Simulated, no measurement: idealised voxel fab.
Process module in this document: voxel transistor to metal
The figure presents cross-section cut, which has a width of 285 nm and is divided into square cells with an edge length of 5 nm.
Format of a cross-section: grid, square cells. Given as bands. Order: top down. Band: one or more rows of cells.
It is stipulated that each band's entry specify, in nanometres, the height of the top of the band and then that of its bottom, followed by the materials of the band in left-to-right sequence, each together with its width in nanometres. A single material marked by the word "all across" is understood to fill the band from edge to edge; the word "air" is understood to denote empty space.
We count height from 0. Below that, the starting wafer is all one material. The lowest band never ends at the bottom but goes on down; see "top 0, no bottom" for how that is written.
The notation "30 to 40" denotes a width that varies across the rows of cells in the band, beginning at the first number in the top row, finishing at the second number in the bottom row, and changing by an identical amount from each row to the next.
For the purposes of this document, the phrase "no change" attached to a step denotes that no cell within the cross-section was modified by that step.
The entry titled "Sealed void inventory" provides the empty spaces that have no open way to the top, restricted to those of 8 cells or more. Each is presented as width x height at distance, the distance being measured from the left edge, with all three in nm.
Read whatever lies past the settings on a step's line as the simulator's own remark about the step.
Among the settings permitted on a step's line is "overlay nm"; applied to a step with a mask, it specifies the extent to which the mask lay to the right of its planned position, whereas a negative figure signifies a position to the left.
### Steps planned for the process
- 1: RECEIVE | material Si
- 2: OXIDIZE | depth nm 5
- 3: CONFORMAL_DEP | material SiN | thk nm 10
- 4: PATTERN | tone cover | mask id ACTIVE | material resist | width nm 110 | pitch nm 135 | thk nm 20 | overlay nm 0
- 5: DIRECTIONAL_ETCH | etch materials SiN | depth nm 10
- 6: DIRECTIONAL_ETCH | etch materials SiO2 | depth nm 5
- 7: DIRECTIONAL_ETCH | etch materials Si | depth nm 30
- 8: STRIP | etch materials resist
- 9: OXIDIZE | depth nm 5
- 10: FILL_DEP | material SiO2 | thk nm 10
- 11: CMP | height nm 10
- 12: SELECTIVE_ETCH | etch materials SiO2 | depth nm 10
- 13: STRIP | etch materials SiN
- 14: SELECTIVE_ETCH | etch materials SiO2 | depth nm 5
- 15: OXIDIZE | depth nm 5
- 16: DIRECTIONAL_DEP | material polySi | thk nm 30
- 17: DIRECTIONAL_DEP | material SiCN | thk nm 15
- 18: PATTERN | tone cover | mask id GATE | material resist | width nm 30 | pitch nm 135 | thk nm 20 | overlay nm 0
- 19: DIRECTIONAL_ETCH | etch materials SiCN | depth nm 25
- 20: DIRECTIONAL_ETCH | etch materials polySi | depth nm 40
- 21: STRIP | etch materials resist
- 22: CONFORMAL_DEP | material SiO2 | thk nm 5
- 23: DIRECTIONAL_ETCH | etch materials SiO2 | depth nm 5
- 24: CONFORMAL_DEP | material SiN | thk nm 10
- 25: DIRECTIONAL_ETCH | etch materials SiN | depth nm 10
- 26: DIRECTIONAL_ETCH | etch materials SiO2 | depth nm 5
- 27: DIRECTIONAL_ETCH | etch materials Si | depth nm 10
- 28: EPI | material pSi | thk nm 10
- 29: FILL_DEP | material SiO2 | thk nm 5
- 30: CMP | height nm 25
- 31: STRIP | etch materials polySi
- 32: SELECTIVE_ETCH | etch materials SiO2 | depth nm 5
- 33: CONFORMAL_DEP | material HfO2 | thk nm 5
- 34: CONFORMAL_DEP | material TiN | thk nm 5
- 35: FILL_DEP | material W | thk nm 10
- 36: CMP | height nm 20
- 37: DIRECTIONAL_DEP | material SiO2 | thk nm 10
- 38: MASKED_ETCH | tone open | mask id CONTACT | width nm 15 | etch materials SiO2 | depth nm 40 | overlay nm 0
- 39: CONFORMAL_DEP | material TiN | thk nm 5
- 40: FILL_DEP | material Ru | thk nm 10
- 41: CMP | height nm 30
- 42: CONFORMAL_DEP | material SiN | thk nm 5
- 43: DIRECTIONAL_DEP | material lowk | thk nm 20
- 44: MASKED_ETCH | tone open | mask id METAL_1 | width nm 15 | etch materials lowk | depth nm 20 | overlay nm 0
- 45: MASKED_ETCH | tone open | mask id METAL_1 | width nm 15 | etch materials SiN | depth nm 5 | overlay nm 0
- 46: CONFORMAL_DEP | material TiN | thk nm 5
- 47: FILL_DEP | material Ru | thk nm 10
- 48: CMP | height nm 55
- 49: CONFORMAL_DEP | material SiCN | thk nm 5
- 50: DIRECTIONAL_DEP | material lowk | thk nm 30
- 51: PATTERN | tone open | mask id METAL_2 | material resist | width nm 15 | pitch nm 135 | thk nm 15 | overlay nm 0
- 52: DIRECTIONAL_ETCH | etch materials lowk | depth nm 20
- 53: STRIP | etch materials resist
- 54: MASKED_ETCH | tone open | mask id METAL_2_HOLES | width nm 15 | pitch nm 135 | etch materials lowk | depth nm 10 | overlay nm 0
- 55: MASKED_ETCH | tone open | mask id METAL_2_HOLES | width nm 15 | pitch nm 135 | etch materials SiCN | depth nm 5 | overlay nm 0
- 56: CONFORMAL_DEP | material TiN | thk nm 5
- 57: FILL_DEP | material Cu | thk nm 10
- 58: CMP | height nm 90
- 59: CONFORMAL_DEP | material SiCN | thk nm 5
### As-received wafer cross-section (after step 1)
    top 0, no bottom  Si all across
    Sealed void inventory: none
### End-of-module cross-section. Starting structure and process plan as above; one mistake made in running it
    top 95, bottom 90  SiCN all across
    top 90, bottom 60  lowk (30)  TiN (5)  Cu (5)  TiN (5)  lowk (120)  TiN (5)  Cu (5)  TiN (5)  lowk (105)
    top 60, bottom 55  SiCN (30)  TiN (15)  SiCN (120)  TiN (15)  SiCN (105)
    top 55, bottom 35  lowk (30)  TiN (5)  Ru (5)  TiN (5)  lowk (60)  TiN (5)  Ru (5)  TiN (5)  lowk (45)  TiN (5)  Ru (5)  TiN (5)  lowk (60)  TiN (5)  Ru (5)  TiN (5)  lowk (30)
    top 35, bottom 30  SiN (30)  TiN (15)  SiN (60)  TiN (15)  SiN (45)  TiN (15)  SiN (60)  TiN (15)  SiN (30)
    top 30, bottom 25  SiO2 (25)  TiN (5)  Ru (5)  TiN (5)  SiO2 (60)  TiN (5)  Ru (5)  TiN (5)  SiO2 (45)  TiN (5)  Ru (5)  TiN (5)  SiO2 (60)  TiN (5)  Ru (5)  TiN (5)  SiO2 (35)
    top 25, bottom 20  SiO2 (25)  TiN (5)  Ru (5)  TiN (5)  SiO2 (60)  TiN (15)  SiO2 (45)  TiN (5)  Ru (5)  TiN (5)  SiO2 (60)  TiN (15)  SiO2 (35)
    top 20, bottom 5  SiO2 (25)  TiN (5)  Ru (5)  TiN (5)  SiO2 (5)  SiN (10)  HfO2 (5)  TiN (5)  W (20)  TiN (5)  HfO2 (5)  SiN (10)  TiN (10)  SiO2 (45)  TiN (5)  Ru (5)  TiN (5)  SiO2 (5)  SiN (10)  HfO2 (5)  TiN (5)  W (20)  TiN (5)  HfO2 (5)  SiN (10)  TiN (10)  SiO2 (35)
    top 5, bottom 0  SiO2 (25)  TiN (15)  SiO2 (5)  SiN (10)  HfO2 (5)  TiN (5)  W (20)  TiN (5)  HfO2 (5)  SiN (10)  TiN (10)  SiO2 (45)  TiN (15)  SiO2 (5)  SiN (10)  HfO2 (5)  TiN (5)  W (20)  TiN (5)  HfO2 (5)  SiN (10)  TiN (10)  SiO2 (35)
    top 0, bottom -5  SiO2 (25)  TiN (10)  pSi (10)  SiN (10)  HfO2 (5)  TiN (30)  HfO2 (5)  SiN (10)  pSi (10)  SiO2 (45)  TiN (10)  pSi (10)  SiN (10)  HfO2 (5)  TiN (30)  HfO2 (5)  SiN (10)  pSi (10)  SiO2 (35)
    top -5, bottom -10  SiO2 (25)  TiN (10)  pSi (10)  SiO2 (10)  HfO2 (40)  SiO2 (10)  pSi (10)  SiO2 (45)  TiN (10)  pSi (10)  SiO2 (10)  HfO2 (40)  SiO2 (10)  pSi (10)  SiO2 (35)
    top -10, bottom -20  SiO2 (25)  pSi (20)  Si (60)  pSi (20)  SiO2 (35)  pSi (20)  Si (60)  pSi (20)  SiO2 (25)
    top -20, bottom -40  SiO2 (25)  Si (100)  SiO2 (35)  Si (100)  SiO2 (25)
    top -40, no bottom  Si all across
    Sealed void inventory: none
What broke from the plan during processing? step 38 ran differently from the plan; actual operation with settings: MASKED_ETCH | tone open | mask id CONTACT | width nm 15 | etch materials SiO2 | depth nm 40 | overlay nm -5
